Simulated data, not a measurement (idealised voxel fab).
The following process module bears the name voxel wiring stack.
The cross-section shown here is cut; it is 255 nm wide and divided into square cells measuring 5 nm on a side.
Cross-section format: a grid of square cells, given as bands from top to bottom; each band is one or more rows of cells.
Heights first: top, then bottom, in nm. Then materials, left to right, each with a width in nm. "full width" on a single material: fills the band edge to edge. "empty": empty space.
A quick word on heights: they are counted from 0, and under that level the wafer as it came to us is one material throughout. The lowest band is different from the rest in having no bottom; it simply continues downward, written as in "0 -> down".
A width given as "30..40" starts at the first number in the band's top row and ends at the second number in its bottom row, shifting by an equal amount at every step from row to row.
Any step labelled "no change occurred" changed none of the cells in the cross-section.
Closed-off voids of 8+ cells (no open route to the top) go in "Closed empty spaces", written width x height at distance from the left edge, in nm.
Post-settings text on a step line: simulator's own remark regarding the step.
Steps that use a mask can have "overlay nm" on their line. It says how far the mask sat to the right of where it was meant to be. Negative means to the left.

This section lists the process steps that were planned
step 1: op RECEIVE | material Si
step 2: op CONFORMAL_DEP | material SiO2 | thk nm 15
step 3: op CONFORMAL_DEP | material SiN | thk nm 5
step 4: op DIRECTIONAL_DEP | material lowk | thk nm 25
step 5: op MASKED_ETCH | tone open | mask id METAL_1 | width nm 30 | pitch nm 50 | etch materials lowk | depth nm 25 | overlay nm 0
step 6: op MASKED_ETCH | tone open | mask id METAL_1 | width nm 30 | pitch nm 50 | etch materials SiN | depth nm 5 | overlay nm 0
step 7: op CONFORMAL_DEP | material TiN | thk nm 5
step 8: op FILL_DEP | material Cu | thk nm 10
step 9: op CMP | height nm 45
step 10: op CONFORMAL_DEP | material SiCN | thk nm 5
step 11: op DIRECTIONAL_DEP | material SiO2 | thk nm 25
step 12: op MASKED_ETCH | tone open | mask id METAL_2_HOLES | width nm 15 | pitch nm 50 | etch materials SiO2 | depth nm 25 | overlay nm 0
step 13: op MASKED_ETCH | tone open | mask id METAL_2 | width nm 30 | pitch nm 50 | etch materials SiO2 | depth nm 15 | overlay nm 0
step 14: op MASKED_ETCH | tone open | mask id METAL_2 | width nm 30 | pitch nm 50 | etch materials SiCN | depth nm 5 | overlay nm 0
step 15: op CONFORMAL_DEP | material TiN | thk nm 5
step 16: op FILL_DEP | material Cu | thk nm 10
step 17: op CMP | height nm 75
step 18: op CONFORMAL_DEP | material SiCN | thk nm 5
step 19: op DIRECTIONAL_DEP | material lowk | thk nm 30
step 20: op MASKED_ETCH | tone open | mask id METAL_3 | width nm 30 | pitch nm 50 | etch materials lowk | depth nm 15 | overlay nm 0
step 21: op MASKED_ETCH | tone open | mask id METAL_3_HOLES | width nm 15 | pitch nm 50 | etch materials lowk | depth nm 15 | overlay nm 0
step 22: op MASKED_ETCH | tone open | mask id METAL_3_HOLES | width nm 15 | pitch nm 50 | etch materials SiCN | depth nm 5 | overlay nm 0
step 23: op CONFORMAL_DEP | material TiN | thk nm 5
step 24: op FILL_DEP | material Cu | thk nm 5
step 25: op CMP | height nm 110
step 26: op CONFORMAL_DEP | material SiN | thk nm 5

Incoming wafer, cross-sectional view, post step 1
  0 -> down | Si full width
  Closed empty spaces: none

Cross-section at module end, one run error; start and plan unchanged from above
  115 -> 110 | SiN full width
  110 -> 100 | lowk 30 nm, TiN 5 nm, Cu 25 nm, TiN 5 nm, lowk 15 nm, TiN 5 nm, Cu 25 nm, TiN 5 nm, lowk 15 nm, TiN 5 nm, Cu 25 nm, TiN 5 nm, lowk 15 nm, TiN 5 nm, Cu 25 nm, TiN 5 nm, lowk 40 nm
  100 -> 95 | lowk 30 nm, TiN 35 nm, lowk 15 nm, TiN 35 nm, lowk 15 nm, TiN 35 nm, lowk 15 nm, TiN 35 nm, lowk 40 nm
  95 -> 80 | lowk 35 nm, TiN 10 nm, lowk 40 nm, TiN 10 nm, lowk 40 nm, TiN 10 nm, lowk 40 nm, TiN 10 nm, lowk 60 nm
  80 -> 75 | SiCN 35 nm, TiN 10 nm, SiCN 40 nm, TiN 10 nm, SiCN 40 nm, TiN 10 nm, SiCN 40 nm, TiN 10 nm, SiCN 60 nm
  75 -> 65 | SiO2 35 nm, TiN 5 nm, Cu 20 nm, TiN 5 nm, SiO2 20 nm, TiN 5 nm, Cu 20 nm, TiN 5 nm, SiO2 20 nm, TiN 5 nm, Cu 20 nm, TiN 5 nm, SiO2 20 nm, TiN 5 nm, Cu 20 nm, TiN 5 nm, SiO2 40 nm
  65 -> 60 | SiO2 35 nm, TiN 5 nm, Cu 5 nm, TiN 20 nm, SiO2 20 nm, TiN 5 nm, Cu 5 nm, TiN 20 nm, SiO2 20 nm, TiN 5 nm, Cu 5 nm, TiN 20 nm, SiO2 20 nm, TiN 5 nm, Cu 5 nm, TiN 20 nm, SiO2 40 nm
  60 -> 50 | SiO2 35 nm, TiN 5 nm, Cu 5 nm, TiN 5 nm, SiO2 35 nm, TiN 5 nm, Cu 5 nm, TiN 5 nm, SiO2 35 nm, TiN 5 nm, Cu 5 nm, TiN 5 nm, SiO2 35 nm, TiN 5 nm, Cu 5 nm, TiN 5 nm, SiO2 55 nm
  50 -> 45 | SiCN 35 nm, TiN 15 nm, SiCN 35 nm, TiN 15 nm, SiCN 35 nm, TiN 15 nm, SiCN 35 nm, TiN 15 nm, SiCN 55 nm
  45 -> 20 | lowk 35 nm, TiN 5 nm, Cu 20 nm, TiN 5 nm, lowk 20 nm, TiN 5 nm, Cu 20 nm, TiN 5 nm, lowk 20 nm, TiN 5 nm, Cu 20 nm, TiN 5 nm, lowk 20 nm, TiN 5 nm, Cu 20 nm, TiN 5 nm, lowk 40 nm
  20 -> 15 | SiN 35 nm, TiN 30 nm, SiN 20 nm, TiN 30 nm, SiN 20 nm, TiN 30 nm, SiN 20 nm, TiN 30 nm, SiN 40 nm
  15 -> 0 | SiO2 full width
  0 -> down | Si full width
  Closed empty spaces: none
What went wrong in running the wafer? step 21 was run on a setting that differed from the plan, and what really ran there is op MASKED_ETCH | tone open | mask id METAL_3_HOLES | width nm 15 | pitch nm 50 | etch materials lowk | depth nm 15 | overlay nm -5
